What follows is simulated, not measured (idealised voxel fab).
The process module presented herein is designated voxel self aligned vias.
FYI the section here is cut, 220 nm wide, cells are 5 nm squares.
For the purposes of this document, a cross-section shall be understood as a grid of square cells, specified as bands listed in top-to-bottom order, each band consisting of one or more rows of cells. A band entry consists of two parts. The first gives the height of the band's top and the height of its bottom, in nm. The rest lists the band's materials from left to right, each with its width in nm. A single material labelled with the word "edge to edge" fills the band from edge to edge, and the word "air" marks empty space. Measure heights from 0. That's the level where, below it, the as-received wafer is all one material. The lowest band is bottomless and extends downward; write it as in "top 0, no bottom". Width spec "30->40" -> top row of cells at first value, bottom row at second value, equal per-row change in between. Basically "no alterations made" means that step didn't change any cell in the cross-section. "Voids lacking openings" means: voids of 8 cells or more that are shut off from the top with no open way through. Written width x height at distance, distance from the left edge, in nm. Formally, on a step line, whatever follows the settings is a remark that the simulator itself makes on the step. "overlay nm" answers the question of how far to the right of plan the mask lay on a step that has a mask, and when it is negative the answer is to the left.

[Set out below are the planned steps of the process]
1,RECEIVE | material Si
2,CONFORMAL_DEP | material SiO2 | thk nm 15
3,CONFORMAL_DEP | material SiCN | thk nm 5
4,DIRECTIONAL_DEP | material SiO2 | thk nm 25
5,DIRECTIONAL_DEP | material aC | thk nm 10
6,PATTERN | tone open | mask id LINES | material resist | width nm 30 | pitch nm 70 | thk nm 25 | overlay nm 0
7,DIRECTIONAL_ETCH | etch materials aC | depth nm 10
8,STRIP | etch materials resist
9,DIRECTIONAL_ETCH | etch materials SiO2 | depth nm 25
10,STRIP | etch materials aC
11,CONFORMAL_DEP | material TiN | thk nm 5
12,FILL_DEP | material Ru | thk nm 10
13,CMP | height nm 45
14,SELECTIVE_ETCH | etch materials W Ru TiN | depth nm 10
15,FILL_DEP | material SiN | thk nm 10
16,CMP | height nm 45
17,DIRECTIONAL_DEP | material SiO2 | thk nm 15
18,MASKED_ETCH | tone open | mask id VIAS | width nm 50 | pitch nm 70 | etch materials SiO2 | depth nm 15 | overlay nm 0
19,MASKED_ETCH | tone open | mask id VIAS | width nm 50 | pitch nm 70 | etch materials SiN | depth nm 10 | overlay nm 0
20,CONFORMAL_DEP | material TiN | thk nm 5
21,FILL_DEP | material Cu | thk nm 5
22,CMP | height nm 60
23,CONFORMAL_DEP | material SiCN | thk nm 5

[Account of the first of two wafers, which was processed as intended]

[This is the cross-section of the wafer as we received it, i.e. after step 1]
- top 0, no bottom | Si edge to edge
- Voids lacking openings: none

[Cross-section through the wafer, step 2 finished]
- top 15, bottom 0 | SiO2 edge to edge
- Everything under 0 stays put, no change at all.

[Cross-section through the wafer, step 3 finished]
- top 20, bottom 15 | SiCN edge to edge
- Everything under 15 stays put, no change at all.

[Cross-section through the wafer, step 4 finished]
- top 45, bottom 20 | SiO2 edge to edge
- Everything under 20 stays put, no change at all.

[Cross-section through the wafer, step 5 finished]
- top 55, bottom 45 | aC edge to edge
- Everything under 45 stays put, no change at all.

[Cross-section through the wafer, step 6 finished]
- top 80, bottom 55 | resist (60)  air (30)  resist (40)  air (30)  resist (60)
- Everything under 55 stays put, no change at all.

[Cross-section through the wafer, step 7 finished]
- top 70, bottom 55 | resist (60)  air (30)  resist (40)  air (30)  resist (60)
- top 55, bottom 45 | aC (60)  air (30)  aC (40)  air (30)  aC (60)
- Everything under 45 stays put, no change at all.

[Cross-section through the wafer, step 8 finished]
- top 55, bottom 45 | aC (60)  air (30)  aC (40)  air (30)  aC (60)
- Everything under 45 stays put, no change at all.

[Cross-section through the wafer, step 9 finished]
- top 55, bottom 45 | aC (60)  air (30)  aC (40)  air (30)  aC (60)
- top 45, bottom 20 | SiO2 (60)  air (30)  SiO2 (40)  air (30)  SiO2 (60)
- Everything under 20 stays put, no change at all.

[Cross-section through the wafer, step 10 finished]
- top 45, bottom 20 | SiO2 (60)  air (30)  SiO2 (40)  air (30)  SiO2 (60)
- Everything under 20 stays put, no change at all.

[Cross-section through the wafer, step 11 finished]
- top 50, bottom 45 | TiN (65)  air (20)  TiN (50)  air (20)  TiN (65)
- top 45, bottom 25 | SiO2 (60)  TiN (5)  air (20)  TiN (5)  SiO2 (40)  TiN (5)  air (20)  TiN (5)  SiO2 (60)
- top 25, bottom 20 | SiO2 (60)  TiN (30)  SiO2 (40)  TiN (30)  SiO2 (60)
- Everything under 20 stays put, no change at all.

[Cross-section through the wafer, step 12 finished]
- top 60, bottom 50 | Ru edge to edge
- top 50, bottom 45 | TiN (65)  Ru (20)  TiN (50)  Ru (20)  TiN (65)
- top 45, bottom 25 | SiO2 (60)  TiN (5)  Ru (20)  TiN (5)  SiO2 (40)  TiN (5)  Ru (20)  TiN (5)  SiO2 (60)
- Everything under 25 stays put, no change at all.

[Cross-section through the wafer, step 13 finished]
- top 45, bottom 25 | SiO2 (60)  TiN (5)  Ru (20)  TiN (5)  SiO2 (40)  TiN (5)  Ru (20)  TiN (5)  SiO2 (60)
- Everything under 25 stays put, no change at all.

[Cross-section through the wafer, step 14 finished]
- top 45, bottom 35 | SiO2 (60)  air (30)  SiO2 (40)  air (30)  SiO2 (60)
- Everything under 35 stays put, no change at all.

[Cross-section through the wafer, step 15 finished]
- top 55, bottom 45 | SiN edge to edge
- top 45, bottom 35 | SiO2 (60)  SiN (30)  SiO2 (40)  SiN (30)  SiO2 (60)
- Everything under 35 stays put, no change at all.

[Cross-section through the wafer, step 16 finished]
- top 45, bottom 35 | SiO2 (60)  SiN (30)  SiO2 (40)  SiN (30)  SiO2 (60)
- Everything under 35 stays put, no change at all.

[Cross-section through the wafer, step 17 finished]
- top 60, bottom 45 | SiO2 edge to edge
- Everything under 45 stays put, no change at all.

[Cross-section through the wafer, step 18 finished]
- top 60, bottom 45 | SiO2 (50)  air (50)  SiO2 (20)  air (50)  SiO2 (50)
- Everything under 45 stays put, no change at all.

[Cross-section through the wafer, step 19 finished]
- top 60, bottom 45 | SiO2 (50)  air (50)  SiO2 (20)  air (50)  SiO2 (50)
- top 45, bottom 35 | SiO2 (60)  air (30)  SiO2 (40)  air (30)  SiO2 (60)
- Everything under 35 stays put, no change at all.

[Cross-section through the wafer, step 20 finished]
- top 65, bottom 60 | TiN (55)  air (40)  TiN (30)  air (40)  TiN (55)
- top 60, bottom 50 | SiO2 (50)  TiN (5)  air (40)  TiN (5)  SiO2 (20)  TiN (5)  air (40)  TiN (5)  SiO2 (50)
- top 50, bottom 40 | SiO2 (50->60)  TiN (15->5)  air (20)  TiN (15->5)  SiO2 (20->40)  TiN (15->5)  air (20)  TiN (15->5)  SiO2 (50->60)
- top 40, bottom 35 | SiO2 (60)  TiN (30)  SiO2 (40)  TiN (30)  SiO2 (60)
- Everything under 35 stays put, no change at all.

[Cross-section through the wafer, step 21 finished]
- top 70, bottom 65 | Cu edge to edge
- top 65, bottom 60 | TiN (55)  Cu (40)  TiN (30)  Cu (40)  TiN (55)
- top 60, bottom 50 | SiO2 (50)  TiN (5)  Cu (40)  TiN (5)  SiO2 (20)  TiN (5)  Cu (40)  TiN (5)  SiO2 (50)
- top 50, bottom 40 | SiO2 (50->60)  TiN (15->5)  Cu (20)  TiN (15->5)  SiO2 (20->40)  TiN (15->5)  Cu (20)  TiN (15->5)  SiO2 (50->60)
- Everything under 40 stays put, no change at all.

[Cross-section through the wafer, step 22 finished]
- top 60, bottom 50 | SiO2 (50)  TiN (5)  Cu (40)  TiN (5)  SiO2 (20)  TiN (5)  Cu (40)  TiN (5)  SiO2 (50)
- Everything under 50 stays put, no change at all.

[Cross-section through the wafer, step 23 finished]
- top 65, bottom 60 | SiCN edge to edge
- Everything under 60 stays put, no change at all.

[For the second wafer, take the first wafer's start and plan, then add one mistake made in running it; everything through step 17, that step included, is shared with the first]

[At the planned end of step 18, the second wafer in cross-section]
- top 60, bottom 45 | air (50)  SiO2 (50)  air (20)  SiO2 (50)  air (50)
- Everything under 45 stays put, no change at all.

At the planned end of step 19, the second wafer in cross-section: no alterations made

[At the planned end of step 20, the second wafer in cross-section]
- top 65, bottom 60 | air (45)  TiN (60)  air (10)  TiN (60)  air (45)
- top 60, bottom 50 | air (45)  TiN (5)  SiO2 (50)  TiN (5)  air (10)  TiN (5)  SiO2 (50)  TiN (5)  air (45)
- top 50, bottom 45 | TiN (50)  SiO2 (50)  TiN (20)  SiO2 (50)  TiN (50)
- Everything under 45 stays put, no change at all.

[At the planned end of step 21, the second wafer in cross-section]
- top 70, bottom 65 | Cu edge to edge
- top 65, bottom 60 | Cu (45)  TiN (60)  Cu (10)  TiN (60)  Cu (45)
- top 60, bottom 50 | Cu (45)  TiN (5)  SiO2 (50)  TiN (5)  Cu (10)  TiN (5)  SiO2 (50)  TiN (5)  Cu (45)
- Everything under 50 stays put, no change at all.

[At the planned end of step 22, the second wafer in cross-section]
- top 60, bottom 50 | Cu (45)  TiN (5)  SiO2 (50)  TiN (5)  Cu (10)  TiN (5)  SiO2 (50)  TiN (5)  Cu (45)
- Everything under 50 stays put, no change at all.

[At the planned end of step 23, the second wafer in cross-section]
- top 65, bottom 60 | SiCN edge to edge
- Everything under 60 stays put, no change at all.
Where did the run depart from the plan? step 18 changed vs plan, executed as MASKED_ETCH | tone cover | mask id VIAS | width nm 50 | pitch nm 70 | etch materials SiO2 | depth nm 15 | overlay nm 0
Heads up, by the end the second wafer has more or fewer cells of some materials compared to the first: -8 Cu; +24 SiN; -12 SiO2; -4 TiN
